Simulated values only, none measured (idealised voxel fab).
process module | voxel air gaps
cross-section cut | 280 nm wide | cells 5 nm
A cross-section is a grid of square cells, given in bands from the top down. A band is one or more rows of cells.
Each band's line starts with the height of the band's top and of its bottom, in nm. Then come its materials from left to right, each with its width in nm. One material with "throughout" fills the band from edge to edge. "air" is empty space.
Height 0 is the level under which the wafer as received is all one material. The lowest band goes on downwards, as in "0 down".
A width such as "30 to 40" changes by the same amount from each row of cells to the next, from the band's top row to its bottom row.
"no change" after a step means that no cell of the cross-section changed.
closed voids: empty space of 8 cells or more with no open way to the top, each as width x height at its distance from the left edge, in nm
after a step's settings: what the simulator itself notes on the step
overlay nm, on a step with a mask: how far to the right of its planned place the mask lay; to the left if negative
plan
1 op RECEIVE | material Si
2 op CONFORMAL_DEP | material SiO2 | thk nm 15
3 op CONFORMAL_DEP | material SiCN | thk nm 5
4 op DIRECTIONAL_DEP | material SiO2 | thk nm 30
5 op DIRECTIONAL_DEP | material aC | thk nm 10
6 op PATTERN | tone open | mask id LINES | material resist | width nm 15 | pitch nm 40 | thk nm 30 | overlay nm 0
7 op DIRECTIONAL_ETCH | etch materials aC | depth nm 10
8 op STRIP | etch materials resist
9 op DIRECTIONAL_ETCH | etch materials SiO2 | depth nm 30
10 op STRIP | etch materials aC
11 op CONFORMAL_DEP | material TiN | thk nm 5
12 op FILL_DEP | material Cu | thk nm 5
13 op CMP | height nm 50
14 op EPI | material Ru | thk nm 10
15 op SELECTIVE_ETCH | etch materials SiO2 | depth nm 40
16 op CONFORMAL_DEP | material SiCN | thk nm 5
varied across the wafers: width nm of step 6. The plan shows the first wafer's value. All wafers start alike
first wafer as received, after step 1
  0 down: Si throughout
  closed voids: none
each wafer at the end: cells of each material gained (+) or lost (-) since it was received, then its closed voids
width nm 15 | +20 Cu | +56 Ru | +196 SiCN | +168 SiO2 | +52 TiN | closed voids: 15 x 20 at 90; 15 x 20 at 130; 15 x 20 at 170
width nm 20 | +40 Cu | +64 Ru | +136 SiCN | +240 SiO2 | +56 TiN | closed voids: none
width nm 25 | +60 Cu | +66 Ru | +136 SiCN | +222 SiO2 | +60 TiN | closed voids: none
